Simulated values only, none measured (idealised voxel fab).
Proc. module: voxel trench capacitor
Shown is cross-section cut, with a width of 225 nm and square cells of size 5 nm.
Cross-section, as written here: a square-cell grid given band by band from the top down, where a band holds one or more rows of cells.
Band entry format. Leading values: height of top, height of bottom, nm. Remainder: materials in left-to-right order, each with its width in nm. Special words: "everywhere" on a single material, which then fills the band edge to edge; "air", empty space.
Height datum 0, below which the as-received substrate wafer is one material. Lowest band open at the bottom, running downward: "top 0, no bottom".
The notation "30 to 40" denotes a width that varies across the rows of cells in the band, beginning at the first number in the top row, finishing at the second number in the bottom row, and changing by an identical amount from each row to the next.
The cross-section has no changed cell in any step marked "remains unaltered".
Listed in "Sealed internal voids": every empty space of 8 or more cells without an open way to the top. Form: width x height at distance, the distance being from the left edge, all in nm.
Whatever follows a step's settings on its line is a remark the simulator itself makes about that step.
On any step carrying a mask, the "overlay nm" setting, if present on the step's line, tells how far right of its planned place the mask lay; negative values point to the left.
Process steps foreseen in the plan
1: RECEIVE,material Si
2: CONFORMAL_DEP,material SiN,thk nm 5
3: MASKED_ETCH,tone open,mask id TRENCH,width nm 25,pitch nm 50,etch materials SiN,depth nm 5,overlay nm 0
4: MASKED_ETCH,tone open,mask id TRENCH,width nm 15,pitch nm 50,etch materials Si,depth nm 40,overlay nm 0
5: CONFORMAL_DEP,material HfO2,thk nm 5
6: CONFORMAL_DEP,material TiN,thk nm 5
7: FILL_DEP,material W,thk nm 5
8: CMP,height nm 5
Split variable: width nm, step 4. Plan value = first wafer. Wafers start alike.
This is how the first of several wafers looked in cross-section when it arrived, which is after step 1
	top 0, no bottom: Si everywhere
	Sealed internal voids: none
Per wafer (row), end of module: delta in cells per material since receipt, (+) for gained, (-) for lost; closed voids after that
width nm 15 | +84 HfO2 | -96 Si | +25 SiN | +32 TiN | Sealed internal voids: none
width nm 20 | +84 HfO2 | -128 Si | +25 SiN | +64 TiN | Sealed internal voids: none
width nm 25 | +84 HfO2 | -160 Si | +25 SiN | +68 TiN | +28 W | Sealed internal voids: none
width nm 30 | +84 HfO2 | -160 Si | +25 SiN | +68 TiN | +28 W | Sealed internal voids: none
width nm 35 | +84 HfO2 | -160 Si | +25 SiN | +68 TiN | +28 W | Sealed internal voids: none
